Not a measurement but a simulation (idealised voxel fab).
process module | voxel wiring stack
cross-section cut | 265 nm wide | cells 5 nm
A cross-section is a grid of square cells, given in bands from the top down. A band is one or more rows of cells.
Each band's line starts with the height of the band's top and of its bottom, in nm. Then come its materials from left to right, each with its width in nm. One material with "throughout" fills the band from edge to edge. "air" is empty space.
Height 0 is the level under which the wafer as received is all one material. The lowest band goes on downwards, as in "0 down".
A width such as "30 to 40" changes by the same amount from each row of cells to the next, from the band's top row to its bottom row.
"no change" after a step means that no cell of the cross-section changed.
closed voids: empty space of 8 cells or more with no open way to the top, each as width x height at its distance from the left edge, in nm
after a step's settings: what the simulator itself notes on the step
overlay nm, on a step with a mask: how far to the right of its planned place the mask lay; to the left if negative
plan
1 op RECEIVE | material Si
2 op CONFORMAL_DEP | material SiO2 | thk nm 15
3 op CONFORMAL_DEP | material SiN | thk nm 5
4 op DIRECTIONAL_DEP | material lowk | thk nm 25
5 op DIRECTIONAL_DEP | material aC | thk nm 10
6 op PATTERN | tone open | mask id METAL_1 | material resist | width nm 25 | pitch nm 45 | thk nm 25 | overlay nm 0
7 op DIRECTIONAL_ETCH | etch materials aC | depth nm 10
8 op STRIP | etch materials resist
9 op DIRECTIONAL_ETCH | etch materials lowk | depth nm 25
10 op DIRECTIONAL_ETCH | etch materials SiN | depth nm 5
11 op STRIP | etch materials aC
12 op CONFORMAL_DEP | material TiN | thk nm 5
13 op FILL_DEP | material Cu | thk nm 10
14 op CMP | height nm 45
15 op CONFORMAL_DEP | material SiCN | thk nm 5
16 op DIRECTIONAL_DEP | material SiO2 | thk nm 10
17 op DIRECTIONAL_DEP | material aC | thk nm 10
18 op PATTERN | tone open | mask id PLUG_1 | material resist | width nm 15 | thk nm 25 | overlay nm 0
19 op DIRECTIONAL_ETCH | etch materials aC | depth nm 10
20 op STRIP | etch materials resist
21 op DIRECTIONAL_ETCH | etch materials SiO2 | depth nm 10
22 op DIRECTIONAL_ETCH | etch materials SiCN | depth nm 5
23 op STRIP | etch materials aC
24 op CONFORMAL_DEP | material TiN | thk nm 5
25 op FILL_DEP | material Ru | thk nm 10
26 op CMP | height nm 60
27 op CONFORMAL_DEP | material SiN | thk nm 5
28 op DIRECTIONAL_DEP | material SiO2 | thk nm 15
29 op MASKED_ETCH | tone open | mask id METAL_2 | width nm 25 | pitch nm 45 | etch materials SiO2 | depth nm 15 | overlay nm 0
30 op MASKED_ETCH | tone open | mask id METAL_2 | width nm 25 | pitch nm 45 | etch materials SiN | depth nm 5 | overlay nm 0
31 op CONFORMAL_DEP | material TiN | thk nm 5
32 op FILL_DEP | material W | thk nm 10
33 op CMP | height nm 80
34 op CONFORMAL_DEP | material SiCN | thk nm 5
35 op DIRECTIONAL_DEP | material lowk | thk nm 20
36 op MASKED_ETCH | tone open | mask id PLUG_2 | width nm 15 | pitch nm 45 | etch materials lowk | depth nm 20 | overlay nm 0
37 op MASKED_ETCH | tone open | mask id PLUG_2 | width nm 15 | pitch nm 45 | etch materials SiCN | depth nm 5 | overlay nm 0
38 op CONFORMAL_DEP | material TiN | thk nm 5
39 op FILL_DEP | material W | thk nm 10
40 op CMP | height nm 105
41 op CONFORMAL_DEP | material SiN | thk nm 5
42 op DIRECTIONAL_DEP | material SiO2 | thk nm 20
43 op DIRECTIONAL_DEP | material aC | thk nm 15
44 op PATTERN | tone open | mask id METAL_3 | material resist | width nm 25 | pitch nm 45 | thk nm 30 | overlay nm 0
45 op DIRECTIONAL_ETCH | etch materials aC | depth nm 15
46 op STRIP | etch materials resist
47 op DIRECTIONAL_ETCH | etch materials SiO2 | depth nm 20
48 op DIRECTIONAL_ETCH | etch materials SiN | depth nm 5
49 op STRIP | etch materials aC
50 op CONFORMAL_DEP | material TiN | thk nm 5
51 op FILL_DEP | material W | thk nm 10
52 op CMP | height nm 130
53 op EPI | material Ru | thk nm 5
54 op FILL_DEP | material SiCN | thk nm 5
as received, after step 1
  0 down: Si throughout
  closed voids: none
first wafer at the end, as planned
  140 to 135: SiCN throughout
  135 to 130: SiCN 90 | Ru 35 | SiCN 10 | Ru 35 | SiCN 95
  130 to 110: SiO2 95 | TiN 5 | W 15 | TiN 5 | SiO2 20 | TiN 5 | W 15 | TiN 5 | SiO2 100
  110 to 105: SiN 95 | TiN 25 | SiN 20 | TiN 25 | SiN 100
  105 to 85: lowk 95 | TiN 5 | W 5 | TiN 5 | lowk 30 | TiN 5 | W 5 | TiN 5 | lowk 110
  85 to 80: SiCN 95 | TiN 15 | SiCN 30 | TiN 15 | SiCN 110
  80 to 65: SiO2 95 | TiN 5 | W 15 | TiN 5 | SiO2 20 | TiN 5 | W 15 | TiN 5 | SiO2 100
  65 to 60: SiN 95 | TiN 25 | SiN 20 | TiN 25 | SiN 100
  60 to 50: SiO2 95 | TiN 5 | Ru 5 | TiN 5 | SiO2 155
  50 to 45: SiCN 95 | TiN 15 | SiCN 155
  45 to 20: lowk 95 | TiN 5 | Cu 15 | TiN 5 | lowk 20 | TiN 5 | Cu 15 | TiN 5 | lowk 100
  20 to 15: SiN 95 | TiN 25 | SiN 20 | TiN 25 | SiN 100
  15 to 0: SiO2 throughout
  0 down: Si throughout
  closed voids: none
second wafer at the end: like start, like plan, one mistake
  140 to 135: SiCN throughout
  135 to 130: SiCN 90 | Ru 35 | SiCN 10 | Ru 35 | SiCN 95
  130 to 110: SiO2 95 | TiN 5 | W 15 | TiN 5 | SiO2 20 | TiN 5 | W 15 | TiN 5 | SiO2 100
  110 to 105: SiN 95 | TiN 25 | SiN 20 | TiN 25 | SiN 100
  105 to 90: W 90 | TiN 5 | lowk 15 | TiN 5 | W 20 | TiN 5 | lowk 15 | TiN 5 | W 105
  90 to 85: TiN 95 | lowk 15 | TiN 30 | lowk 15 | TiN 110
  85 to 80: SiCN throughout
  80 to 65: SiO2 95 | TiN 5 | W 15 | TiN 5 | SiO2 20 | TiN 5 | W 15 | TiN 5 | SiO2 100
  65 to 60: SiN 95 | TiN 25 | SiN 20 | TiN 25 | SiN 100
  60 to 50: SiO2 95 | TiN 5 | Ru 5 | TiN 5 | SiO2 155
  50 to 45: SiCN 95 | TiN 15 | SiCN 155
  45 to 20: lowk 95 | TiN 5 | Cu 15 | TiN 5 | lowk 20 | TiN 5 | Cu 15 | TiN 5 | lowk 100
  20 to 15: SiN 95 | TiN 25 | SiN 20 | TiN 25 | SiN 100
  15 to 0: SiO2 throughout
  0 down: Si throughout
  closed voids: none
what went wrong: step 36 ran as: op MASKED_ETCH | tone cover | mask id PLUG_2 | width nm 15 | pitch nm 45 | etch materials lowk | depth nm 20 | overlay nm 0
at the end the second wafer has, in cells: 6 more of SiCN | 37 more of TiN | 121 more of W | 164 fewer of lowk
